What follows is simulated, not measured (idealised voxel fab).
Title: Process Module voxel wiring stack
For reference, the cross-section in this document is cut, with width 185 nm and square cells of 5 nm.
A cross-section is a grid of square cells, given in bands from the top down. A band is one or more rows of cells.
A band entry consists of two parts. The first gives the height of the band's top and the height of its bottom, in nm. The rest lists the band's materials from left to right, each with its width in nm. A single material labelled with the word "all across" fills the band from edge to edge, and the word "air" marks empty space.
Heights are reckoned from 0. Under this level, the received wafer is all of one material. The bottommost band is open-ended downward, for example "from 0 down".
The notation "30->40" denotes a width that varies across the rows of cells in the band, beginning at the first number in the top row, finishing at the second number in the bottom row, and changing by an identical amount from each row to the next.
Any step labelled "no change" changed none of the cells in the cross-section.
Entry "Cavities, sealed" = empty spaces >= 8 cells with no open way to the top; each as width x height at distance, distance from left edge, all nm.
Post-settings text on a step line: simulator's own remark regarding the step.
overlay nm: how far to the right of its planned place the mask lay on this masked step (negative: to the left).
# The following list gives the planned process steps
| 1 | RECEIVE,material Si |
| 2 | CONFORMAL_DEP,material SiO2,thk nm 15 |
| 3 | DIRECTIONAL_DEP,material TiN,thk nm 5 |
| 4 | DIRECTIONAL_DEP,material W,thk nm 15 |
| 5 | PATTERN,tone cover,mask id METAL_1,material resist,width nm 20,pitch nm 45,thk nm 20,overlay nm 0 |
| 6 | DIRECTIONAL_ETCH,etch materials W,depth nm 15 |
| 7 | DIRECTIONAL_ETCH,etch materials TiN,depth nm 5 |
| 8 | STRIP,etch materials resist |
| 9 | CONFORMAL_DEP,material SiN,thk nm 5 |
| 10 | FILL_DEP,material lowk,thk nm 5 |
| 11 | CMP,height nm 35 |
| 12 | CONFORMAL_DEP,material SiCN,thk nm 5 |
| 13 | DIRECTIONAL_DEP,material SiO2,thk nm 35 |
| 14 | MASKED_ETCH,tone open,mask id METAL_2,width nm 20,pitch nm 45,etch materials SiO2,depth nm 20,overlay nm 0 |
| 15 | DIRECTIONAL_DEP,material aC,thk nm 15 |
| 16 | PATTERN,tone open,mask id METAL_2_HOLES,material resist,width nm 15,pitch nm 45,thk nm 35,overlay nm 0 |
| 17 | DIRECTIONAL_ETCH,etch materials aC,depth nm 15 |
| 18 | STRIP,etch materials resist |
| 19 | DIRECTIONAL_ETCH,etch materials SiO2,depth nm 15 |
| 20 | DIRECTIONAL_ETCH,etch materials SiCN,depth nm 5 |
| 21 | STRIP,etch materials aC |
| 22 | CONFORMAL_DEP,material TiN,thk nm 5 |
| 23 | FILL_DEP,material Cu,thk nm 5 |
| 24 | CMP,height nm 75 |
| 25 | CONFORMAL_DEP,material SiCN,thk nm 5 |
| 26 | DIRECTIONAL_DEP,material lowk,thk nm 10 |
| 27 | PATTERN,tone open,mask id PLUG_2,material resist,width nm 15,thk nm 20,overlay nm 0 |
| 28 | DIRECTIONAL_ETCH,etch materials lowk,depth nm 10 |
| 29 | DIRECTIONAL_ETCH,etch materials SiCN,depth nm 5 |
| 30 | STRIP,etch materials resist |
| 31 | CONFORMAL_DEP,material TiN,thk nm 5 |
| 32 | FILL_DEP,material W,thk nm 5 |
| 33 | CMP,height nm 90 |
| 34 | CONFORMAL_DEP,material SiCN,thk nm 5 |
| 35 | DIRECTIONAL_DEP,material SiO2,thk nm 25 |
| 36 | PATTERN,tone open,mask id METAL_3,material resist,width nm 20,pitch nm 45,thk nm 20,overlay nm 0 |
| 37 | DIRECTIONAL_ETCH,etch materials SiO2,depth nm 25 |
| 38 | DIRECTIONAL_ETCH,etch materials SiCN,depth nm 5 |
| 39 | STRIP,etch materials resist |
| 40 | CONFORMAL_DEP,material TiN,thk nm 5 |
| 41 | FILL_DEP,material Cu,thk nm 10 |
| 42 | CMP,height nm 120 |
| 43 | CONFORMAL_DEP,material SiCN,thk nm 5 |
| 44 | DIRECTIONAL_DEP,material lowk,thk nm 10 |
| 45 | PATTERN,tone open,mask id PLUG_3,material resist,width nm 15,pitch nm 45,thk nm 15,overlay nm 0 |
| 46 | DIRECTIONAL_ETCH,etch materials lowk,depth nm 10 |
| 47 | DIRECTIONAL_ETCH,etch materials SiCN,depth nm 5 |
| 48 | STRIP,etch materials resist |
| 49 | EPI,material Ru,thk nm 10 |
| 50 | EPI,material Ru,thk nm 5 |
| 51 | DIRECTIONAL_DEP,material TiN,thk nm 5 |
| 52 | DIRECTIONAL_DEP,material W,thk nm 25 |
| 53 | MASKED_ETCH,tone cover,mask id METAL_4,width nm 20,pitch nm 45,etch materials W,depth nm 25,overlay nm 0 |
| 54 | MASKED_ETCH,tone cover,mask id METAL_4,width nm 20,pitch nm 45,etch materials TiN,depth nm 5,overlay nm 0 |
| 55 | CONFORMAL_DEP,material SiN,thk nm 5 |
| 56 | FILL_DEP,material SiO2,thk nm 10 |
| 57 | CMP,height nm 165 |
| 58 | CONFORMAL_DEP,material SiN,thk nm 5 |
# Wafer, first of two, run as planned
# Shown in cross-section is the wafer as received, that is, as it stands after step 1
> from 0 down | Si all across
> Cavities, sealed: none
# Cross-section of the wafer after step 2
> from 15 to 0 | SiO2 all across
> Rest of section, below 0: as before.
# Cross-section of the wafer after step 3
> from 20 to 15 | TiN all across
> Rest of section, below 15: as before.
# Cross-section of the wafer after step 4
> from 35 to 20 | W all across
> Rest of section, below 20: as before.
# Cross-section of the wafer after step 5
> from 55 to 35 | 60 air / 20 resist / 25 air / 20 resist / 60 air
> Rest of section, below 35: as before.
# Cross-section of the wafer after step 6
> from 55 to 35 | 60 air / 20 resist / 25 air / 20 resist / 60 air
> from 35 to 20 | 60 air / 20 W / 25 air / 20 W / 60 air
> Rest of section, below 20: as before.
# Cross-section of the wafer after step 7
> from 55 to 35 | 60 air / 20 resist / 25 air / 20 resist / 60 air
> from 35 to 20 | 60 air / 20 W / 25 air / 20 W / 60 air
> from 20 to 15 | 60 air / 20 TiN / 25 air / 20 TiN / 60 air
> Rest of section, below 15: as before.
# Cross-section of the wafer after step 8
> from 35 to 20 | 60 air / 20 W / 25 air / 20 W / 60 air
> Rest of section, below 20: as before.
# Cross-section of the wafer after step 9
> from 40 to 35 | 55 air / 30 SiN / 15 air / 30 SiN / 55 air
> from 35 to 20 | 55 air / 5 SiN / 20 W / 5 SiN / 15 air / 5 SiN / 20 W / 5 SiN / 55 air
> from 20 to 15 | 60 SiN / 20 TiN / 25 SiN / 20 TiN / 60 SiN
> Rest of section, below 15: as before.
# Cross-section of the wafer after step 10
> from 45 to 40 | lowk all across
> from 40 to 35 | 55 lowk / 30 SiN / 15 lowk / 30 SiN / 55 lowk
> from 35 to 20 | 55 lowk / 5 SiN / 20 W / 5 SiN / 15 lowk / 5 SiN / 20 W / 5 SiN / 55 lowk
> Rest of section, below 20: as before.
# Cross-section of the wafer after step 11
> from 35 to 20 | 55 lowk / 5 SiN / 20 W / 5 SiN / 15 lowk / 5 SiN / 20 W / 5 SiN / 55 lowk
> Rest of section, below 20: as before.
# Cross-section of the wafer after step 12
> from 40 to 35 | SiCN all across
> Rest of section, below 35: as before.
# Cross-section of the wafer after step 13
> from 75 to 40 | SiO2 all across
> Rest of section, below 40: as before.
# Cross-section of the wafer after step 14
> from 75 to 55 | 60 SiO2 / 20 air / 25 SiO2 / 20 air / 60 SiO2
> Rest of section, below 55: as before.
# Cross-section of the wafer after step 15
> from 90 to 75 | 60 aC / 20 air / 25 aC / 20 air / 60 aC
> from 75 to 70 | 60 SiO2 / 20 air / 25 SiO2 / 20 air / 60 SiO2
> from 70 to 55 | 60 SiO2 / 20 aC / 25 SiO2 / 20 aC / 60 SiO2
> Rest of section, below 55: as before.
# Cross-section of the wafer after step 16
> from 125 to 90 | 60 resist / 15 air / 30 resist / 15 air / 65 resist
> from 90 to 75 | 60 aC / 15 air / 5 resist / 25 aC / 15 air / 5 resist / 60 aC
> from 75 to 70 | 60 SiO2 / 15 air / 5 resist / 25 SiO2 / 15 air / 5 resist / 60 SiO2
> Rest of section, below 70: as before.
# Cross-section of the wafer after step 17
> from 110 to 90 | 60 resist / 15 air / 30 resist / 15 air / 65 resist
> from 90 to 75 | 60 aC / 15 air / 5 resist / 25 aC / 15 air / 5 resist / 60 aC
> from 75 to 70 | 60 SiO2 / 15 air / 5 resist / 25 SiO2 / 15 air / 5 resist / 60 SiO2
> from 70 to 55 | 60 SiO2 / 15 air / 5 aC / 25 SiO2 / 15 air / 5 aC / 60 SiO2
> Rest of section, below 55: as before.
# Cross-section of the wafer after step 18
> from 90 to 75 | 60 aC / 20 air / 25 aC / 20 air / 60 aC
> from 75 to 70 | 60 SiO2 / 20 air / 25 SiO2 / 20 air / 60 SiO2
> Rest of section, below 70: as before.
# Cross-section of the wafer after step 19
> from 90 to 75 | 60 aC / 20 air / 25 aC / 20 air / 60 aC
> from 75 to 70 | 60 SiO2 / 20 air / 25 SiO2 / 20 air / 60 SiO2
> from 70 to 55 | 60 SiO2 / 15 air / 5 aC / 25 SiO2 / 15 air / 5 aC / 60 SiO2
> from 55 to 40 | 60 SiO2 / 15 air / 30 SiO2 / 15 air / 65 SiO2
> Rest of section, below 40: as before.
# Cross-section of the wafer after step 20
> from 90 to 75 | 60 aC / 20 air / 25 aC / 20 air / 60 aC
> from 75 to 70 | 60 SiO2 / 20 air / 25 SiO2 / 20 air / 60 SiO2
> from 70 to 55 | 60 SiO2 / 15 air / 5 aC / 25 SiO2 / 15 air / 5 aC / 60 SiO2
> from 55 to 40 | 60 SiO2 / 15 air / 30 SiO2 / 15 air / 65 SiO2
> from 40 to 35 | 60 SiCN / 15 air / 30 SiCN / 15 air / 65 SiCN
> Rest of section, below 35: as before.
# Cross-section of the wafer after step 21
> from 75 to 55 | 60 SiO2 / 20 air / 25 SiO2 / 20 air / 60 SiO2
> Rest of section, below 55: as before.
# Cross-section of the wafer after step 22
> from 80 to 75 | 65 TiN / 10 air / 35 TiN / 10 air / 65 TiN
> from 75 to 60 | 60 SiO2 / 5 TiN / 10 air / 5 TiN / 25 SiO2 / 5 TiN / 10 air / 5 TiN / 60 SiO2
> from 60 to 55 | 60 SiO2 / 5 TiN / 5 air / 10 TiN / 25 SiO2 / 5 TiN / 5 air / 10 TiN / 60 SiO2
> from 55 to 40 | 60 SiO2 / 5 TiN / 5 air / 5 TiN / 30 SiO2 / 5 TiN / 5 air / 5 TiN / 65 SiO2
> from 40 to 35 | 60 SiCN / 15 TiN / 30 SiCN / 15 TiN / 65 SiCN
> Rest of section, below 35: as before.
# Cross-section of the wafer after step 23
> from 85 to 80 | Cu all across
> from 80 to 75 | 65 TiN / 10 Cu / 35 TiN / 10 Cu / 65 TiN
> from 75 to 60 | 60 SiO2 / 5 TiN / 10 Cu / 5 TiN / 25 SiO2 / 5 TiN / 10 Cu / 5 TiN / 60 SiO2
> from 60 to 55 | 60 SiO2 / 5 TiN / 5 Cu / 10 TiN / 25 SiO2 / 5 TiN / 5 Cu / 10 TiN / 60 SiO2
> from 55 to 40 | 60 SiO2 / 5 TiN / 5 Cu / 5 TiN / 30 SiO2 / 5 TiN / 5 Cu / 5 TiN / 65 SiO2
> Rest of section, below 40: as before.
# Cross-section of the wafer after step 24
> from 75 to 60 | 60 SiO2 / 5 TiN / 10 Cu / 5 TiN / 25 SiO2 / 5 TiN / 10 Cu / 5 TiN / 60 SiO2
> Rest of section, below 60: as before.
# Cross-section of the wafer after step 25
> from 80 to 75 | SiCN all across
> Rest of section, below 75: as before.
# Cross-section of the wafer after step 26
> from 90 to 80 | lowk all across
> Rest of section, below 80: as before.
# Cross-section of the wafer after step 27
> from 110 to 90 | 60 resist / 15 air / 110 resist
> Rest of section, below 90: as before.
# Cross-section of the wafer after step 28
> from 110 to 90 | 60 resist / 15 air / 110 resist
> from 90 to 80 | 60 lowk / 15 air / 110 lowk
> Rest of section, below 80: as before.
# Cross-section of the wafer after step 29
> from 110 to 90 | 60 resist / 15 air / 110 resist
> from 90 to 80 | 60 lowk / 15 air / 110 lowk
> from 80 to 75 | 60 SiCN / 15 air / 110 SiCN
> Rest of section, below 75: as before.
# Cross-section of the wafer after step 30
> from 90 to 80 | 60 lowk / 15 air / 110 lowk
> Rest of section, below 80: as before.
# Cross-section of the wafer after step 31
> from 95 to 90 | 65 TiN / 5 air / 115 TiN
> from 90 to 80 | 60 lowk / 5 TiN / 5 air / 5 TiN / 110 lowk
> from 80 to 75 | 60 SiCN / 15 TiN / 110 SiCN
> Rest of section, below 75: as before.
# Cross-section of the wafer after step 32
> from 100 to 95 | W all across
> from 95 to 90 | 65 TiN / 5 W / 115 TiN
> from 90 to 80 | 60 lowk / 5 TiN / 5 W / 5 TiN / 110 lowk
> Rest of section, below 80: as before.
# Cross-section of the wafer after step 33
> from 90 to 80 | 60 lowk / 5 TiN / 5 W / 5 TiN / 110 lowk
> Rest of section, below 80: as before.
# Cross-section of the wafer after step 34
> from 95 to 90 | SiCN all across
> Rest of section, below 90: as before.
# Cross-section of the wafer after step 35
> from 120 to 95 | SiO2 all across
> Rest of section, below 95: as before.
# Cross-section of the wafer after step 36
> from 140 to 120 | 60 resist / 20 air / 25 resist / 20 air / 60 resist
> Rest of section, below 120: as before.
# Cross-section of the wafer after step 37
> from 140 to 120 | 60 resist / 20 air / 25 resist / 20 air / 60 resist
> from 120 to 95 | 60 SiO2 / 20 air / 25 SiO2 / 20 air / 60 SiO2
> Rest of section, below 95: as before.
# Cross-section of the wafer after step 38
> from 140 to 120 | 60 resist / 20 air / 25 resist / 20 air / 60 resist
> from 120 to 95 | 60 SiO2 / 20 air / 25 SiO2 / 20 air / 60 SiO2
> from 95 to 90 | 60 SiCN / 20 air / 25 SiCN / 20 air / 60 SiCN
> Rest of section, below 90: as before.
# Cross-section of the wafer after step 39
> from 120 to 95 | 60 SiO2 / 20 air / 25 SiO2 / 20 air / 60 SiO2
> Rest of section, below 95: as before.
# Cross-section of the wafer after step 40
> from 125 to 120 | 65 TiN / 10 air / 35 TiN / 10 air / 65 TiN
> from 120 to 95 | 60 SiO2 / 5 TiN / 10 air / 5 TiN / 25 SiO2 / 5 TiN / 10 air / 5 TiN / 60 SiO2
> from 95 to 90 | 60 SiCN / 20 TiN / 25 SiCN / 20 TiN / 60 SiCN
> Rest of section, below 90: as before.
# Cross-section of the wafer after step 41
> from 135 to 125 | Cu all across
> from 125 to 120 | 65 TiN / 10 Cu / 35 TiN / 10 Cu / 65 TiN
> from 120 to 95 | 60 SiO2 / 5 TiN / 10 Cu / 5 TiN / 25 SiO2 / 5 TiN / 10 Cu / 5 TiN / 60 SiO2
> Rest of section, below 95: as before.
# Cross-section of the wafer after step 42
> from 120 to 95 | 60 SiO2 / 5 TiN / 10 Cu / 5 TiN / 25 SiO2 / 5 TiN / 10 Cu / 5 TiN / 60 SiO2
> Rest of section, below 95: as before.
# Cross-section of the wafer after step 43
> from 125 to 120 | SiCN all across
> Rest of section, below 120: as before.
# Cross-section of the wafer after step 44
> from 135 to 125 | lowk all across
> Rest of section, below 125: as before.
# Cross-section of the wafer after step 45
> from 150 to 135 | 60 resist / 15 air / 30 resist / 15 air / 65 resist
> Rest of section, below 135: as before.
# Cross-section of the wafer after step 46
> from 150 to 135 | 60 resist / 15 air / 30 resist / 15 air / 65 resist
> from 135 to 125 | 60 lowk / 15 air / 30 lowk / 15 air / 65 lowk
> Rest of section, below 125: as before.
# Cross-section of the wafer after step 47
> from 150 to 135 | 60 resist / 15 air / 30 resist / 15 air / 65 resist
> from 135 to 125 | 60 lowk / 15 air / 30 lowk / 15 air / 65 lowk
> from 125 to 120 | 60 SiCN / 15 air / 30 SiCN / 15 air / 65 SiCN
> Rest of section, below 120: as before.
# Cross-section of the wafer after step 48
> from 135 to 125 | 60 lowk / 15 air / 30 lowk / 15 air / 65 lowk
> Rest of section, below 125: as before.
# Cross-section of the wafer after step 49
> from 135 to 130 | 60 lowk / 15 air / 30 lowk / 15 air / 65 lowk
> from 130 to 125 | 60 lowk / 15 Ru / 30 lowk / 15 Ru / 65 lowk
> from 125 to 120 | 60 SiCN / 15 Ru / 30 SiCN / 15 Ru / 65 SiCN
> Rest of section, below 120: as before.
# Cross-section of the wafer after step 50
> from 135 to 125 | 60 lowk / 15 Ru / 30 lowk / 15 Ru / 65 lowk
> Rest of section, below 125: as before.
# Cross-section of the wafer after step 51
> from 140 to 135 | TiN all across
> Rest of section, below 135: as before.
# Cross-section of the wafer after step 52
> from 165 to 140 | W all across
> Rest of section, below 140: as before.
# Cross-section of the wafer after step 53
> from 165 to 140 | 60 air / 20 W / 25 air / 20 W / 60 air
> Rest of section, below 140: as before.
# Cross-section of the wafer after step 54
> from 165 to 140 | 60 air / 20 W / 25 air / 20 W / 60 air
> from 140 to 135 | 60 air / 20 TiN / 25 air / 20 TiN / 60 air
> Rest of section, below 135: as before.
# Cross-section of the wafer after step 55
> from 170 to 165 | 55 air / 30 SiN / 15 air / 30 SiN / 55 air
> from 165 to 140 | 55 air / 5 SiN / 20 W / 5 SiN / 15 air / 5 SiN / 20 W / 5 SiN / 55 air
> from 140 to 135 | 60 SiN / 20 TiN / 25 SiN / 20 TiN / 60 SiN
> Rest of section, below 135: as before.
# Cross-section of the wafer after step 56
> from 180 to 170 | SiO2 all across
> from 170 to 165 | 55 SiO2 / 30 SiN / 15 SiO2 / 30 SiN / 55 SiO2
> from 165 to 140 | 55 SiO2 / 5 SiN / 20 W / 5 SiN / 15 SiO2 / 5 SiN / 20 W / 5 SiN / 55 SiO2
> Rest of section, below 140: as before.
# Cross-section of the wafer after step 57
> from 165 to 140 | 55 SiO2 / 5 SiN / 20 W / 5 SiN / 15 SiO2 / 5 SiN / 20 W / 5 SiN / 55 SiO2
> Rest of section, below 140: as before.
# Cross-section of the wafer after step 58
> from 170 to 165 | SiN all across
> Rest of section, below 165: as before.
# Second wafer. Start and plan as for the first. One mistake made in running. Agrees with the first up to and including step 26
# Cross-section of the second wafer corresponding to the planned conclusion of step 27
> from 110 to 90 | 55 resist / 25 air / 105 resist
> Rest of section, below 90: as before.
# Cross-section of the second wafer corresponding to the planned conclusion of step 28
> from 110 to 90 | 55 resist / 25 air / 105 resist
> from 90 to 80 | 55 lowk / 25 air / 105 lowk
> Rest of section, below 80: as before.
# Cross-section of the second wafer corresponding to the planned conclusion of step 29
> from 110 to 90 | 55 resist / 25 air / 105 resist
> from 90 to 80 | 55 lowk / 25 air / 105 lowk
> from 80 to 75 | 55 SiCN / 25 air / 105 SiCN
> Rest of section, below 75: as before.
# Cross-section of the second wafer corresponding to the planned conclusion of step 30
> from 90 to 80 | 55 lowk / 25 air / 105 lowk
> Rest of section, below 80: as before.
# Cross-section of the second wafer corresponding to the planned conclusion of step 31
> from 95 to 90 | 60 TiN / 15 air / 110 TiN
> from 90 to 80 | 55 lowk / 5 TiN / 15 air / 5 TiN / 105 lowk
> from 80 to 75 | 55 SiCN / 25 TiN / 105 SiCN
> Rest of section, below 75: as before.
# Cross-section of the second wafer corresponding to the planned conclusion of step 32
> from 100 to 95 | W all across
> from 95 to 90 | 60 TiN / 15 W / 110 TiN
> from 90 to 80 | 55 lowk / 5 TiN / 15 W / 5 TiN / 105 lowk
> Rest of section, below 80: as before.
# Cross-section of the second wafer corresponding to the planned conclusion of step 33
> from 90 to 80 | 55 lowk / 5 TiN / 15 W / 5 TiN / 105 lowk
> Rest of section, below 80: as before.
# Cross-section of the second wafer corresponding to the planned conclusion of step 34
> from 95 to 90 | SiCN all across
> Rest of section, below 90: as before.
# Cross-section of the second wafer corresponding to the planned conclusion of step 35
> from 120 to 95 | SiO2 all across
> Rest of section, below 95: as before.
# Cross-section of the second wafer corresponding to the planned conclusion of step 36
> from 140 to 120 | 60 resist / 20 air / 25 resist / 20 air / 60 resist
> Rest of section, below 120: as before.
# Cross-section of the second wafer corresponding to the planned conclusion of step 37
> from 140 to 120 | 60 resist / 20 air / 25 resist / 20 air / 60 resist
> from 120 to 95 | 60 SiO2 / 20 air / 25 SiO2 / 20 air / 60 SiO2
> Rest of section, below 95: as before.
# Cross-section of the second wafer corresponding to the planned conclusion of step 38
> from 140 to 120 | 60 resist / 20 air / 25 resist / 20 air / 60 resist
> from 120 to 95 | 60 SiO2 / 20 air / 25 SiO2 / 20 air / 60 SiO2
> from 95 to 90 | 60 SiCN / 20 air / 25 SiCN / 20 air / 60 SiCN
> Rest of section, below 90: as before.
# Cross-section of the second wafer corresponding to the planned conclusion of step 39
> from 120 to 95 | 60 SiO2 / 20 air / 25 SiO2 / 20 air / 60 SiO2
> Rest of section, below 95: as before.
# Cross-section of the second wafer corresponding to the planned conclusion of step 40
> from 125 to 120 | 65 TiN / 10 air / 35 TiN / 10 air / 65 TiN
> from 120 to 95 | 60 SiO2 / 5 TiN / 10 air / 5 TiN / 25 SiO2 / 5 TiN / 10 air / 5 TiN / 60 SiO2
> from 95 to 90 | 60 SiCN / 20 TiN / 25 SiCN / 20 TiN / 60 SiCN
> Rest of section, below 90: as before.
# Cross-section of the second wafer corresponding to the planned conclusion of step 41
> from 135 to 125 | Cu all across
> from 125 to 120 | 65 TiN / 10 Cu / 35 TiN / 10 Cu / 65 TiN
> from 120 to 95 | 60 SiO2 / 5 TiN / 10 Cu / 5 TiN / 25 SiO2 / 5 TiN / 10 Cu / 5 TiN / 60 SiO2
> Rest of section, below 95: as before.
# Cross-section of the second wafer corresponding to the planned conclusion of step 42
> from 120 to 95 | 60 SiO2 / 5 TiN / 10 Cu / 5 TiN / 25 SiO2 / 5 TiN / 10 Cu / 5 TiN / 60 SiO2
> Rest of section, below 95: as before.
# Cross-section of the second wafer corresponding to the planned conclusion of step 43
> from 125 to 120 | SiCN all across
> Rest of section, below 120: as before.
# Cross-section of the second wafer corresponding to the planned conclusion of step 44
> from 135 to 125 | lowk all across
> Rest of section, below 125: as before.
# Cross-section of the second wafer corresponding to the planned conclusion of step 45
> from 150 to 135 | 60 resist / 15 air / 30 resist / 15 air / 65 resist
> Rest of section, below 135: as before.
# Cross-section of the second wafer corresponding to the planned conclusion of step 46
> from 150 to 135 | 60 resist / 15 air / 30 resist / 15 air / 65 resist
> from 135 to 125 | 60 lowk / 15 air / 30 lowk / 15 air / 65 lowk
> Rest of section, below 125: as before.
# Cross-section of the second wafer corresponding to the planned conclusion of step 47
> from 150 to 135 | 60 resist / 15 air / 30 resist / 15 air / 65 resist
> from 135 to 125 | 60 lowk / 15 air / 30 lowk / 15 air / 65 lowk
> from 125 to 120 | 60 SiCN / 15 air / 30 SiCN / 15 air / 65 SiCN
> Rest of section, below 120: as before.
# Cross-section of the second wafer corresponding to the planned conclusion of step 48
> from 135 to 125 | 60 lowk / 15 air / 30 lowk / 15 air / 65 lowk
> Rest of section, below 125: as before.
# Cross-section of the second wafer corresponding to the planned conclusion of step 49
> from 135 to 130 | 60 lowk / 15 air / 30 lowk / 15 air / 65 lowk
> from 130 to 125 | 60 lowk / 15 Ru / 30 lowk / 15 Ru / 65 lowk
> from 125 to 120 | 60 SiCN / 15 Ru / 30 SiCN / 15 Ru / 65 SiCN
> Rest of section, below 120: as before.
# Cross-section of the second wafer corresponding to the planned conclusion of step 50
> from 135 to 125 | 60 lowk / 15 Ru / 30 lowk / 15 Ru / 65 lowk
> Rest of section, below 125: as before.
# Cross-section of the second wafer corresponding to the planned conclusion of step 51
> from 140 to 135 | TiN all across
> Rest of section, below 135: as before.
# Cross-section of the second wafer corresponding to the planned conclusion of step 52
> from 165 to 140 | W all across
> Rest of section, below 140: as before.
# Cross-section of the second wafer corresponding to the planned conclusion of step 53
> from 165 to 140 | 60 air / 20 W / 25 air / 20 W / 60 air
> Rest of section, below 140: as before.
# Cross-section of the second wafer corresponding to the planned conclusion of step 54
> from 165 to 140 | 60 air / 20 W / 25 air / 20 W / 60 air
> from 140 to 135 | 60 air / 20 TiN / 25 air / 20 TiN / 60 air
> Rest of section, below 135: as before.
# Cross-section of the second wafer corresponding to the planned conclusion of step 55
> from 170 to 165 | 55 air / 30 SiN / 15 air / 30 SiN / 55 air
> from 165 to 140 | 55 air / 5 SiN / 20 W / 5 SiN / 15 air / 5 SiN / 20 W / 5 SiN / 55 air
> from 140 to 135 | 60 SiN / 20 TiN / 25 SiN / 20 TiN / 60 SiN
> Rest of section, below 135: as before.
# Cross-section of the second wafer corresponding to the planned conclusion of step 56
> from 180 to 170 | SiO2 all across
> from 170 to 165 | 55 SiO2 / 30 SiN / 15 SiO2 / 30 SiN / 55 SiO2
> from 165 to 140 | 55 SiO2 / 5 SiN / 20 W / 5 SiN / 15 SiO2 / 5 SiN / 20 W / 5 SiN / 55 SiO2
> Rest of section, below 140: as before.
# Cross-section of the second wafer corresponding to the planned conclusion of step 57
> from 165 to 140 | 55 SiO2 / 5 SiN / 20 W / 5 SiN / 15 SiO2 / 5 SiN / 20 W / 5 SiN / 55 SiO2
> Rest of section, below 140: as before.
# Cross-section of the second wafer corresponding to the planned conclusion of step 58
> from 170 to 165 | SiN all across
> Rest of section, below 165: as before.
Finding, execution versus plan: step 27: run off-plan, actual operation and settings PATTERN,tone open,mask id PLUG_2,material resist,width nm 25,thk nm 20,overlay nm 0
Final comparison by cell count, materials where the second wafer has more or fewer than the first: -2 SiCN, +2 TiN, +4 W, -4 lowk
